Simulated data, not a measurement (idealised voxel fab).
Documented hereafter: the process module known as voxel self aligned contacts.
Shown is cross-section cut, with a width of 225 nm and square cells of size 5 nm.
This document writes a cross-section as a grid whose cells are square, and gives it as bands, listed from the top down; one or more rows of cells form a band. Within each band entry, the heights of the top and of the bottom of the band appear first, in that order and in nm; the materials of the band then follow from left to right, each with its corresponding width in nm. The designation "everywhere" on a single material indicates that it fills the band from edge to edge; the designation "air" indicates empty space. Counting heights begins at 0, where everything beneath is, in the wafer as received, one material. The lowest band has no bottom; it goes on downwards, as "0 -> down" shows. A width such as "30 to 40" changes by the same amount from each row of cells to the next, from the band's top row to its bottom row. The cross-section has no changed cell in any step marked "identical to before". Entry "Sealed internal voids" = empty spaces >= 8 cells with no open way to the top; each as width x height at distance, distance from left edge, all nm. That trailing text on a step's line, after the settings, is the simulator's own remark on the step. overlay nm: how far to the right of its planned place the mask lay on this masked step (negative: to the left).

Planned process steps:
1. RECEIVE (material Si)
2. OXIDIZE (depth nm 5)
3. DIRECTIONAL_DEP (material polySi; thk nm 20)
4. DIRECTIONAL_DEP (material SiN; thk nm 20)
5. DIRECTIONAL_DEP (material aC; thk nm 10)
6. PATTERN (tone cover; mask id GATE; material resist; width nm 25; pitch nm 50; thk nm 30; overlay nm 0)
7. DIRECTIONAL_ETCH (etch materials aC; depth nm 10)
8. STRIP (etch materials resist)
9. DIRECTIONAL_ETCH (etch materials SiN; depth nm 20)
10. DIRECTIONAL_ETCH (etch materials polySi; depth nm 20)
11. STRIP (etch materials aC)
12. CONFORMAL_DEP (material SiN; thk nm 5)
13. DIRECTIONAL_ETCH (etch materials SiN; depth nm 5)
14. FILL_DEP (material SiO2; thk nm 15)
15. CMP (height nm 50)
16. PATTERN (tone open; mask id CONTACT; material resist; width nm 35; pitch nm 50; thk nm 20; overlay nm 0)
17. DIRECTIONAL_ETCH (etch materials SiO2; depth nm 55)
18. STRIP (etch materials resist)
19. CONFORMAL_DEP (material TiN; thk nm 5)
20. FILL_DEP (material Ru; thk nm 5)
21. CMP (height nm 50)
22. CONFORMAL_DEP (material SiCN; thk nm 5)

As-received state of the wafer in cross-section, equivalent to post-step 1:
0 -> down | Si everywhere
Sealed internal voids: none

One mistake in running the module, otherwise start and plan as above: cross-section at the end:
55 -> 50 | SiCN everywhere
50 -> 45 | 65 of Ru  5 of TiN  35 of SiO2  5 of TiN  5 of Ru  5 of TiN  35 of SiO2  5 of TiN  65 of Ru
45 -> 40 | 40 of Ru  30 of TiN  35 of SiO2  15 of TiN  35 of SiO2  30 of TiN  40 of Ru
40 -> 20 | 40 of Ru  5 of TiN  35 of SiN  15 of SiO2  35 of SiN  15 of SiO2  35 of SiN  5 of TiN  40 of Ru
20 -> 0 | 40 of Ru  5 of TiN  5 of SiN  25 of polySi  5 of SiN  15 of SiO2  5 of SiN  25 of polySi  5 of SiN  15 of SiO2  5 of SiN  25 of polySi  5 of SiN  5 of TiN  40 of Ru
0 -> -5 | 45 of TiN  135 of SiO2  45 of TiN
-5 -> down | Si everywhere
Sealed internal voids: none
Deviation from plan: step 16: run off-plan, actual operation and settings PATTERN (tone cover; mask id CONTACT; material resist; width nm 35; pitch nm 50; thk nm 20; overlay nm 0)
